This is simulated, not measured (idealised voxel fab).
Process module in this document: voxel capacitor over wiring
The width of the displayed cross-section, cut, is 165 nm; its cells are square, with a size of 5 nm.
In this document a cross-section is written as a grid of square cells. It is given as a series of bands, listed from the top down, and a band is one or more rows of cells. Quick guide to a band line: top height, bottom height (nm) up front; then every material left to right with its width in nm. Only one material and it's marked "throughout"? Then it fills the band edge to edge. And "empty" just means empty space. Height is counted from the level 0, under which the received wafer is composed throughout of one material. The lowest of the bands is not closed at the bottom but continues downward, in the notation "z 0 and below". So if you see something like "30..40" for the width, read it as the top row of the band sitting at the first number and the bottom row at the second, with every row in between moving by the same amount as the last. "nothing different" means the step left every cell of the cross-section as it was. Heads up: "Fully sealed voids" only lists the empty pockets with no open path to the top that are 8 cells or more, and it writes them as width x height at distance, distance from the left edge, in nm. Past the settings on a step's line: simulator remark, on that step. Each step line may optionally specify "overlay nm", which for a step with a mask gives the rightward distance between the mask's planned place and where it lay, a negative value indicating the leftward direction.

# List of planned process steps
1. RECEIVE: material Si
2. CONFORMAL_DEP: material SiO2, thk nm 10
3. DIRECTIONAL_DEP: material TiN, thk nm 5
4. DIRECTIONAL_DEP: material W, thk nm 15
5. MASKED_ETCH: tone cover, mask id METAL_1, width nm 25, pitch nm 75, etch materials W, depth nm 15, overlay nm 0
6. MASKED_ETCH: tone cover, mask id METAL_1, width nm 25, pitch nm 75, etch materials TiN, depth nm 5, overlay nm 0
7. FILL_DEP: material lowk, thk nm 5
8. CMP: height nm 30
9. CONFORMAL_DEP: material SiCN, thk nm 5
10. DIRECTIONAL_DEP: material lowk, thk nm 20
11. PATTERN: tone open, mask id PLUG_1, material resist, width nm 15, thk nm 15, overlay nm 0
12. DIRECTIONAL_ETCH: etch materials lowk, depth nm 20
13. DIRECTIONAL_ETCH: etch materials SiCN, depth nm 5
14. STRIP: etch materials resist
15. EPI: material Ru, thk nm 10
16. EPI: material Ru, thk nm 10
17. EPI: material Ru, thk nm 5
18. DIRECTIONAL_DEP: material TiN, thk nm 5
19. DIRECTIONAL_DEP: material HfO2, thk nm 5
20. DIRECTIONAL_DEP: material TiN, thk nm 5
21. PATTERN: tone cover, mask id UPPER_PLATE, material resist, width nm 55, thk nm 15, overlay nm 0
22. DIRECTIONAL_ETCH: etch materials TiN, depth nm 5
23. DIRECTIONAL_ETCH: etch materials HfO2, depth nm 5
24. STRIP: etch materials resist
25. PATTERN: tone cover, mask id LOWER_PLATE, material resist, width nm 65, thk nm 15, overlay nm 0
26. DIRECTIONAL_ETCH: etch materials TiN, depth nm 5
27. STRIP: etch materials resist
28. FILL_DEP: material SiO2, thk nm 15
29. CMP: height nm 80
30. PATTERN: tone open, mask id PLUG_2, material resist, width nm 15, thk nm 15, overlay nm 0
31. DIRECTIONAL_ETCH: etch materials SiO2, depth nm 10
32. STRIP: etch materials resist
33. CONFORMAL_DEP: material TiN, thk nm 5
34. FILL_DEP: material Ru, thk nm 5
35. CMP: height nm 80
36. CONFORMAL_DEP: material SiCN, thk nm 5

# Wafer cross-section on receipt, i.e. after step 1
* z 0 and below: Si throughout
* Fully sealed voids: none

# The cross-section shown corresponds to the wafer at the conclusion of the module. The initial structure and the process plan are those presented above; however, one mistake occurred in executing the plan
* z 85 to 80: SiCN throughout
* z 80 to 75: SiO2 50 | TiN 5 | Ru 5 | TiN 5 | SiO2 100
* z 75 to 65: SiO2 50..40 | TiN 15..55 | SiO2 100..70
* z 65 to 60: SiO2 40 | HfO2 55 | SiO2 70
* z 60 to 55: SiCN throughout
* z 55 to 35: lowk 40 | Ru 15 | lowk 110
* z 35 to 30: SiCN 40 | Ru 15 | SiCN 110
* z 30 to 15: lowk 30 | W 25 | lowk 50 | W 25 | lowk 35
* z 15 to 10: lowk 30 | TiN 25 | lowk 50 | TiN 25 | lowk 35
* z 10 to 0: SiO2 throughout
* z 0 and below: Si throughout
* Fully sealed voids: none
Finding, execution versus plan: step 18: run off-plan, actual operation and settings DIRECTIONAL_DEP: material SiCN, thk nm 5
